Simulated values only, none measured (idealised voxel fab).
Proc. module: voxel ribs on slabs
Cross-section cut spans 185 nm and uses square cells 5 nm in size.
Cross-section = grid of square cells, listed top down in bands; band = one or more rows. Top, bottom (nm), then materials left to right with widths (nm); lone material tagged "all across" fills the whole band edge to edge; "air" = empty space. Height 0 is the level under which the wafer as received is all one material. The lowest band goes on downwards, as in "0 -> down". Width "30..40": first value at the band's top row of cells, second value at its bottom row, equal change from row to row. "remained unchanged", as given for a step, is the statement that not any cell of the cross-section underwent a change during that step. So "Closed void table" is basically the list of trapped voids: any empty space of 8 cells or more that can't reach the top through an opening. They're written width x height at distance, the distance being from the left edge, and it's all nm. It should be noted that, on the line of a given step, the content following the step's settings is a remark produced by the simulator itself with respect to that step. Among the settings permitted on a step's line is "overlay nm"; applied to a step with a mask, it specifies the extent to which the mask lay to the right of its planned position, whereas a negative figure signifies a position to the left.
Below is the list of planned process steps:
1) RECEIVE (material Si)
2) DIRECTIONAL_DEP (material SiO2; thk nm 25)
3) DIRECTIONAL_DEP (material SiN; thk nm 15)
4) PATTERN (tone cover; mask id RIB; material resist; width nm 30; thk nm 15; overlay nm 0)
5) DIRECTIONAL_ETCH (etch materials SiN; depth nm 5)
6) STRIP (etch materials resist)
7) DIRECTIONAL_DEP (material aC; thk nm 10)
8) PATTERN (tone cover; mask id SLAB; material resist; width nm 60; thk nm 25; overlay nm 0)
9) DIRECTIONAL_ETCH (etch materials aC; depth nm 10)
10) STRIP (etch materials resist)
11) DIRECTIONAL_ETCH (etch materials SiN; depth nm 10)
12) STRIP (etch materials aC)
13) FILL_DEP (material SiO2; thk nm 25)
14) CMP (height nm 60)
15) DIRECTIONAL_DEP (material W; thk nm 5)
16) PATTERN (tone cover; mask id HEATER; material resist; width nm 40; thk nm 15; overlay nm 0)
17) DIRECTIONAL_ETCH (etch materials W; depth nm 5)
18) STRIP (etch materials resist)
19) CONFORMAL_DEP (material SiN; thk nm 10)
Below: the first of two wafers, run as planned:
Wafer at receipt (post step 1), cross-section:
- 0 -> down | Si all across
- Closed void table: none
Wafer after step 2 (cross-section):
- 25 -> 0 | SiO2 all across
- Everything under 0 stays put, no change at all.
Wafer after step 3 (cross-section):
- 40 -> 25 | SiN all across
- Everything under 25 stays put, no change at all.
Wafer after step 4 (cross-section):
- 55 -> 40 | air 75; resist 30; air 80
- Everything under 40 stays put, no change at all.
Wafer after step 5 (cross-section):
- 55 -> 40 | air 75; resist 30; air 80
- 40 -> 35 | air 75; SiN 30; air 80
- Everything under 35 stays put, no change at all.
Wafer after step 6 (cross-section):
- 40 -> 35 | air 75; SiN 30; air 80
- Everything under 35 stays put, no change at all.
Wafer after step 7 (cross-section):
- 50 -> 45 | air 75; aC 30; air 80
- 45 -> 40 | aC all across
- 40 -> 35 | aC 75; SiN 30; aC 80
- Everything under 35 stays put, no change at all.
Wafer after step 8 (cross-section):
- 75 -> 50 | air 60; resist 60; air 65
- 50 -> 45 | air 60; resist 15; aC 30; resist 15; air 65
- Everything under 45 stays put, no change at all.
Wafer after step 9 (cross-section):
- 65 -> 50 | air 60; resist 60; air 65
- 50 -> 45 | air 60; resist 15; aC 30; resist 15; air 65
- 45 -> 40 | air 60; aC 60; air 65
- 40 -> 35 | air 60; aC 15; SiN 30; aC 15; air 65
- Everything under 35 stays put, no change at all.
Wafer after step 10 (cross-section):
- 50 -> 40 | air 75..60; aC 30..60; air 80..65
- Everything under 40 stays put, no change at all.
Wafer after step 11 (cross-section):
- 50 -> 40 | air 75..60; aC 30..60; air 80..65
- 40 -> 35 | air 60; aC 15; SiN 30; aC 15; air 65
- 35 -> 25 | air 60; SiN 60; air 65
- Everything under 25 stays put, no change at all.
Wafer after step 12 (cross-section):
- 40 -> 35 | air 75; SiN 30; air 80
- Everything under 35 stays put, no change at all.
Wafer after step 13 (cross-section):
- 65 -> 40 | SiO2 all across
- 40 -> 35 | SiO2 75; SiN 30; SiO2 80
- 35 -> 25 | SiO2 60; SiN 60; SiO2 65
- Everything under 25 stays put, no change at all.
Wafer after step 14 (cross-section):
- 60 -> 40 | SiO2 all across
- Everything under 40 stays put, no change at all.
Wafer after step 15 (cross-section):
- 65 -> 60 | W all across
- Everything under 60 stays put, no change at all.
Wafer after step 16 (cross-section):
- 80 -> 65 | air 70; resist 40; air 75
- Everything under 65 stays put, no change at all.
Wafer after step 17 (cross-section):
- 80 -> 65 | air 70; resist 40; air 75
- 65 -> 60 | air 70; W 40; air 75
- Everything under 60 stays put, no change at all.
Wafer after step 18 (cross-section):
- 65 -> 60 | air 70; W 40; air 75
- Everything under 60 stays put, no change at all.
Wafer after step 19 (cross-section):
- 75 -> 70 | air 60; SiN 60; air 65
- 70 -> 65 | SiN all across
- 65 -> 60 | SiN 70; W 40; SiN 75
- Everything under 60 stays put, no change at all.
Second wafer, same starting conditions and recipe as the first, one mistake in executing it, nothing differs from the first up to and including step 3:
Look at the second wafer in cross-section at the time step 4 ought to have finished:
- 55 -> 40 | air 80; resist 30; air 75
- Everything under 40 stays put, no change at all.
Look at the second wafer in cross-section at the time step 5 ought to have finished:
- 55 -> 40 | air 80; resist 30; air 75
- 40 -> 35 | air 80; SiN 30; air 75
- Everything under 35 stays put, no change at all.
Look at the second wafer in cross-section at the time step 6 ought to have finished:
- 40 -> 35 | air 80; SiN 30; air 75
- Everything under 35 stays put, no change at all.
Look at the second wafer in cross-section at the time step 7 ought to have finished:
- 50 -> 45 | air 80; aC 30; air 75
- 45 -> 40 | aC all across
- 40 -> 35 | aC 80; SiN 30; aC 75
- Everything under 35 stays put, no change at all.
Look at the second wafer in cross-section at the time step 8 ought to have finished:
- 75 -> 50 | air 60; resist 60; air 65
- 50 -> 45 | air 60; resist 20; aC 30; resist 10; air 65
- Everything under 45 stays put, no change at all.
Look at the second wafer in cross-section at the time step 9 ought to have finished:
- 65 -> 50 | air 60; resist 60; air 65
- 50 -> 45 | air 60; resist 20; aC 30; resist 10; air 65
- 45 -> 40 | air 60; aC 60; air 65
- 40 -> 35 | air 60; aC 20; SiN 30; aC 10; air 65
- Everything under 35 stays put, no change at all.
Look at the second wafer in cross-section at the time step 10 ought to have finished:
- 50 -> 40 | air 80..60; aC 30..60; air 75..65
- Everything under 40 stays put, no change at all.
Look at the second wafer in cross-section at the time step 11 ought to have finished:
- 50 -> 40 | air 80..60; aC 30..60; air 75..65
- 40 -> 35 | air 60; aC 20; SiN 30; aC 10; air 65
- 35 -> 25 | air 60; SiN 60; air 65
- Everything under 25 stays put, no change at all.
Look at the second wafer in cross-section at the time step 12 ought to have finished:
- 40 -> 35 | air 80; SiN 30; air 75
- Everything under 35 stays put, no change at all.
Look at the second wafer in cross-section at the time step 13 ought to have finished:
- 65 -> 40 | SiO2 all across
- 40 -> 35 | SiO2 80; SiN 30; SiO2 75
- 35 -> 25 | SiO2 60; SiN 60; SiO2 65
- Everything under 25 stays put, no change at all.
Look at the second wafer in cross-section at the time step 14 ought to have finished:
- 60 -> 40 | SiO2 all across
- Everything under 40 stays put, no change at all.
Look at the second wafer in cross-section at the time step 15 ought to have finished:
- 65 -> 60 | W all across
- Everything under 60 stays put, no change at all.
Look at the second wafer in cross-section at the time step 16 ought to have finished:
- 80 -> 65 | air 70; resist 40; air 75
- Everything under 65 stays put, no change at all.
Look at the second wafer in cross-section at the time step 17 ought to have finished:
- 80 -> 65 | air 70; resist 40; air 75
- 65 -> 60 | air 70; W 40; air 75
- Everything under 60 stays put, no change at all.
Look at the second wafer in cross-section at the time step 18 ought to have finished:
- 65 -> 60 | air 70; W 40; air 75
- Everything under 60 stays put, no change at all.
Look at the second wafer in cross-section at the time step 19 ought to have finished:
- 75 -> 70 | air 60; SiN 60; air 65
- 70 -> 65 | SiN all across
- 65 -> 60 | SiN 70; W 40; SiN 75
- Everything under 60 stays put, no change at all.
Error vs. plan: rather than as planned, step 4 actually ran as PATTERN (tone cover; mask id RIB; material resist; width nm 30; thk nm 15; overlay nm 5)
If you tally the cells, the second wafer ends up with the same amount of every material as the first; it's all just sitting in different places.
